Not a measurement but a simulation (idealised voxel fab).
voxel self aligned vias: a process module
Displayed cross-section: cut, width of 290 nm, square cells sized 5 nm.
We lay out every cross-section as a grid of square cells and spell it out in bands from the top down, where one band means one or more rows of cells.
A band entry consists of two parts. The first gives the height of the band's top and the height of its bottom, in nm. The rest lists the band's materials from left to right, each with its width in nm. A single material labelled with the word "full width" fills the band from edge to edge, and the word "empty" marks empty space.
Convention: height 0 is the level below which the wafer, as received, is all one material. The lowest band does not terminate at the bottom but continues downward, represented as "from 0 down".
When a width is written as two numbers, as in "30->40", the first number is the width in the top row of cells of the band and the second is the width in its bottom row, and the width changes by the same amount from each row to the next.
Step note "left unchanged" = no cross-section cell changed.
Closed empty spaces (no open way to the top) of 8 cells or more are what "Sealed internal cavities" lists, each as width x height at distance from the left edge, nm for all three.
Formally, on a step line, whatever follows the settings is a remark that the simulator itself makes on the step.
The optional step-line setting "overlay nm" applies to steps with a mask and quantifies how far to the right of its planned location the mask lay, a negative value indicating leftward placement.

Process steps - plan
- 1: RECEIVE,material Si
- 2: CONFORMAL_DEP,material SiO2,thk nm 15
- 3: CONFORMAL_DEP,material SiCN,thk nm 5
- 4: DIRECTIONAL_DEP,material SiO2,thk nm 20
- 5: PATTERN,tone open,mask id LINES,material resist,width nm 25,pitch nm 55,thk nm 15,overlay nm 0
- 6: DIRECTIONAL_ETCH,etch materials SiO2,depth nm 20
- 7: STRIP,etch materials resist
- 8: CONFORMAL_DEP,material TiN,thk nm 5
- 9: FILL_DEP,material Ru,thk nm 5
- 10: CMP,height nm 40
- 11: SELECTIVE_ETCH,etch materials W Ru TiN,depth nm 10
- 12: FILL_DEP,material SiN,thk nm 10
- 13: CMP,height nm 40
- 14: DIRECTIONAL_DEP,material SiO2,thk nm 15
- 15: DIRECTIONAL_DEP,material aC,thk nm 15
- 16: PATTERN,tone open,mask id VIAS,material resist,width nm 35,pitch nm 55,thk nm 35,overlay nm 0
- 17: DIRECTIONAL_ETCH,etch materials aC,depth nm 15
- 18: STRIP,etch materials resist
- 19: DIRECTIONAL_ETCH,etch materials SiO2,depth nm 15
- 20: DIRECTIONAL_ETCH,etch materials SiN,depth nm 10
- 21: STRIP,etch materials aC
- 22: CONFORMAL_DEP,material TiN,thk nm 5
- 23: FILL_DEP,material Ru,thk nm 5
- 24: CMP,height nm 55
- 25: CONFORMAL_DEP,material SiCN,thk nm 5

Account of the first of two wafers, which was processed as intended

Cross-section, incoming material, after step 1
- from 0 down | Si full width
- Sealed internal cavities: none

Once step 2 is through, the wafer looks like this in cross-section
- from 15 to 0 | SiO2 full width
- Note: structure below 0 unchanged.

Once step 3 is through, the wafer looks like this in cross-section
- from 20 to 15 | SiCN full width
- Note: structure below 15 unchanged.

Once step 4 is through, the wafer looks like this in cross-section
- from 40 to 20 | SiO2 full width
- Note: structure below 20 unchanged.

Once step 5 is through, the wafer looks like this in cross-section
- from 55 to 40 | resist: 105, then empty: 25, then resist: 30, then empty: 25, then resist: 105
- Note: structure below 40 unchanged.

Once step 6 is through, the wafer looks like this in cross-section
- from 55 to 40 | resist: 105, then empty: 25, then resist: 30, then empty: 25, then resist: 105
- from 40 to 20 | SiO2: 105, then empty: 25, then SiO2: 30, then empty: 25, then SiO2: 105
- Note: structure below 20 unchanged.

Once step 7 is through, the wafer looks like this in cross-section
- from 40 to 20 | SiO2: 105, then empty: 25, then SiO2: 30, then empty: 25, then SiO2: 105
- Note: structure below 20 unchanged.

Once step 8 is through, the wafer looks like this in cross-section
- from 45 to 40 | TiN: 110, then empty: 15, then TiN: 40, then empty: 15, then TiN: 110
- from 40 to 25 | SiO2: 105, then TiN: 5, then empty: 15, then TiN: 5, then SiO2: 30, then TiN: 5, then empty: 15, then TiN: 5, then SiO2: 105
- from 25 to 20 | SiO2: 105, then TiN: 25, then SiO2: 30, then TiN: 25, then SiO2: 105
- Note: structure below 20 unchanged.

Once step 9 is through, the wafer looks like this in cross-section
- from 50 to 45 | Ru full width
- from 45 to 40 | TiN: 110, then Ru: 15, then TiN: 40, then Ru: 15, then TiN: 110
- from 40 to 25 | SiO2: 105, then TiN: 5, then Ru: 15, then TiN: 5, then SiO2: 30, then TiN: 5, then Ru: 15, then TiN: 5, then SiO2: 105
- Note: structure below 25 unchanged.

Once step 10 is through, the wafer looks like this in cross-section
- from 40 to 25 | SiO2: 105, then TiN: 5, then Ru: 15, then TiN: 5, then SiO2: 30, then TiN: 5, then Ru: 15, then TiN: 5, then SiO2: 105
- Note: structure below 25 unchanged.

Once step 11 is through, the wafer looks like this in cross-section
- from 40 to 30 | SiO2: 105, then empty: 25, then SiO2: 30, then empty: 25, then SiO2: 105
- Note: structure below 30 unchanged.

Once step 12 is through, the wafer looks like this in cross-section
- from 50 to 40 | SiN full width
- from 40 to 30 | SiO2: 105, then SiN: 25, then SiO2: 30, then SiN: 25, then SiO2: 105
- Note: structure below 30 unchanged.

Once step 13 is through, the wafer looks like this in cross-section
- from 40 to 30 | SiO2: 105, then SiN: 25, then SiO2: 30, then SiN: 25, then SiO2: 105
- Note: structure below 30 unchanged.

Once step 14 is through, the wafer looks like this in cross-section
- from 55 to 40 | SiO2 full width
- Note: structure below 40 unchanged.

Once step 15 is through, the wafer looks like this in cross-section
- from 70 to 55 | aC full width
- Note: structure below 55 unchanged.

Once step 16 is through, the wafer looks like this in cross-section
- from 105 to 70 | resist: 100, then empty: 35, then resist: 20, then empty: 35, then resist: 100
- Note: structure below 70 unchanged.

Once step 17 is through, the wafer looks like this in cross-section
- from 90 to 70 | resist: 100, then empty: 35, then resist: 20, then empty: 35, then resist: 100
- from 70 to 55 | aC: 100, then empty: 35, then aC: 20, then empty: 35, then aC: 100
- Note: structure below 55 unchanged.

Once step 18 is through, the wafer looks like this in cross-section
- from 70 to 55 | aC: 100, then empty: 35, then aC: 20, then empty: 35, then aC: 100
- Note: structure below 55 unchanged.

Once step 19 is through, the wafer looks like this in cross-section
- from 70 to 55 | aC: 100, then empty: 35, then aC: 20, then empty: 35, then aC: 100
- from 55 to 40 | SiO2: 100, then empty: 35, then SiO2: 20, then empty: 35, then SiO2: 100
- Note: structure below 40 unchanged.

Once step 20 is through, the wafer looks like this in cross-section
- from 70 to 55 | aC: 100, then empty: 35, then aC: 20, then empty: 35, then aC: 100
- from 55 to 40 | SiO2: 100, then empty: 35, then SiO2: 20, then empty: 35, then SiO2: 100
- from 40 to 30 | SiO2: 105, then empty: 25, then SiO2: 30, then empty: 25, then SiO2: 105
- Note: structure below 30 unchanged.

Once step 21 is through, the wafer looks like this in cross-section
- from 55 to 40 | SiO2: 100, then empty: 35, then SiO2: 20, then empty: 35, then SiO2: 100
- Note: structure below 40 unchanged.

Once step 22 is through, the wafer looks like this in cross-section
- from 60 to 55 | TiN: 105, then empty: 25, then TiN: 30, then empty: 25, then TiN: 105
- from 55 to 45 | SiO2: 100, then TiN: 5, then empty: 25, then TiN: 5, then SiO2: 20, then TiN: 5, then empty: 25, then TiN: 5, then SiO2: 100
- from 45 to 35 | SiO2: 100->105, then TiN: 10->5, then empty: 15, then TiN: 10->5, then SiO2: 20->30, then TiN: 10->5, then empty: 15, then TiN: 10->5, then SiO2: 100->105
- from 35 to 30 | SiO2: 105, then TiN: 25, then SiO2: 30, then TiN: 25, then SiO2: 105
- Note: structure below 30 unchanged.

Once step 23 is through, the wafer looks like this in cross-section
- from 65 to 60 | Ru full width
- from 60 to 55 | TiN: 105, then Ru: 25, then TiN: 30, then Ru: 25, then TiN: 105
- from 55 to 45 | SiO2: 100, then TiN: 5, then Ru: 25, then TiN: 5, then SiO2: 20, then TiN: 5, then Ru: 25, then TiN: 5, then SiO2: 100
- from 45 to 35 | SiO2: 100->105, then TiN: 10->5, then Ru: 15, then TiN: 10->5, then SiO2: 20->30, then TiN: 10->5, then Ru: 15, then TiN: 10->5, then SiO2: 100->105
- Note: structure below 35 unchanged.

Once step 24 is through, the wafer looks like this in cross-section
- from 55 to 45 | SiO2: 100, then TiN: 5, then Ru: 25, then TiN: 5, then SiO2: 20, then TiN: 5, then Ru: 25, then TiN: 5, then SiO2: 100
- Note: structure below 45 unchanged.

Once step 25 is through, the wafer looks like this in cross-section
- from 60 to 55 | SiCN full width
- Note: structure below 55 unchanged.

Second wafer, same starting state and plan as the first, one mistake in the run, identical through step 9

Cross-section: second wafer, time at which step 10 was scheduled to end
- from 35 to 25 | SiO2: 105, then TiN: 5, then Ru: 15, then TiN: 5, then SiO2: 30, then TiN: 5, then Ru: 15, then TiN: 5, then SiO2: 105
- Note: structure below 25 unchanged.

Cross-section: second wafer, time at which step 11 was scheduled to end
- from 35 to 25 | SiO2: 105, then empty: 25, then SiO2: 30, then empty: 25, then SiO2: 105
- Note: structure below 25 unchanged.

Cross-section: second wafer, time at which step 12 was scheduled to end
- from 45 to 35 | SiN full width
- from 35 to 25 | SiO2: 105, then SiN: 25, then SiO2: 30, then SiN: 25, then SiO2: 105
- Note: structure below 25 unchanged.

Cross-section: second wafer, time at which step 13 was scheduled to end
- from 40 to 35 | SiN full width
- Note: structure below 35 unchanged.

Cross-section: second wafer, time at which step 14 was scheduled to end
- from 55 to 40 | SiO2 full width
- Note: structure below 40 unchanged.

Cross-section: second wafer, time at which step 15 was scheduled to end
- from 70 to 55 | aC full width
- Note: structure below 55 unchanged.

Cross-section: second wafer, time at which step 16 was scheduled to end
- from 105 to 70 | resist: 100, then empty: 35, then resist: 20, then empty: 35, then resist: 100
- Note: structure below 70 unchanged.

Cross-section: second wafer, time at which step 17 was scheduled to end
- from 90 to 70 | resist: 100, then empty: 35, then resist: 20, then empty: 35, then resist: 100
- from 70 to 55 | aC: 100, then empty: 35, then aC: 20, then empty: 35, then aC: 100
- Note: structure below 55 unchanged.

Cross-section: second wafer, time at which step 18 was scheduled to end
- from 70 to 55 | aC: 100, then empty: 35, then aC: 20, then empty: 35, then aC: 100
- Note: structure below 55 unchanged.

Cross-section: second wafer, time at which step 19 was scheduled to end
- from 70 to 55 | aC: 100, then empty: 35, then aC: 20, then empty: 35, then aC: 100
- from 55 to 40 | SiO2: 100, then empty: 35, then SiO2: 20, then empty: 35, then SiO2: 100
- Note: structure below 40 unchanged.

Cross-section: second wafer, time at which step 20 was scheduled to end
- from 70 to 55 | aC: 100, then empty: 35, then aC: 20, then empty: 35, then aC: 100
- from 55 to 40 | SiO2: 100, then empty: 35, then SiO2: 20, then empty: 35, then SiO2: 100
- from 40 to 35 | SiN: 100, then empty: 35, then SiN: 20, then empty: 35, then SiN: 100
- from 35 to 30 | SiO2: 105, then empty: 25, then SiO2: 30, then empty: 25, then SiO2: 105
- Note: structure below 30 unchanged.

Cross-section: second wafer, time at which step 21 was scheduled to end
- from 55 to 40 | SiO2: 100, then empty: 35, then SiO2: 20, then empty: 35, then SiO2: 100
- Note: structure below 40 unchanged.

Cross-section: second wafer, time at which step 22 was scheduled to end
- from 60 to 55 | TiN: 105, then empty: 25, then TiN: 30, then empty: 25, then TiN: 105
- from 55 to 40 | SiO2: 100, then TiN: 5, then empty: 25, then TiN: 5, then SiO2: 20, then TiN: 5, then empty: 25, then TiN: 5, then SiO2: 100
- from 40 to 35 | SiN: 100, then TiN: 10, then empty: 15, then TiN: 10, then SiN: 20, then TiN: 10, then empty: 15, then TiN: 10, then SiN: 100
- from 35 to 30 | SiO2: 105, then TiN: 25, then SiO2: 30, then TiN: 25, then SiO2: 105
- Note: structure below 30 unchanged.

Cross-section: second wafer, time at which step 23 was scheduled to end
- from 65 to 60 | Ru full width
- from 60 to 55 | TiN: 105, then Ru: 25, then TiN: 30, then Ru: 25, then TiN: 105
- from 55 to 40 | SiO2: 100, then TiN: 5, then Ru: 25, then TiN: 5, then SiO2: 20, then TiN: 5, then Ru: 25, then TiN: 5, then SiO2: 100
- from 40 to 35 | SiN: 100, then TiN: 10, then Ru: 15, then TiN: 10, then SiN: 20, then TiN: 10, then Ru: 15, then TiN: 10, then SiN: 100
- Note: structure below 35 unchanged.

Cross-section: second wafer, time at which step 24 was scheduled to end
- from 55 to 40 | SiO2: 100, then TiN: 5, then Ru: 25, then TiN: 5, then SiO2: 20, then TiN: 5, then Ru: 25, then TiN: 5, then SiO2: 100
- Note: structure below 40 unchanged.

Cross-section: second wafer, time at which step 25 was scheduled to end
- from 60 to 55 | SiCN full width
- Note: structure below 55 unchanged.
It is concluded that the wafer was processed incorrectly with respect to the plan, in that step 10 deviated from plan and actually ran as CMP,height nm 35
In the final state, the cell counts of the second wafer exceed or fall short of those of the first for the following materials: Ru -2; SiN +54; SiO2 -48; TiN -4
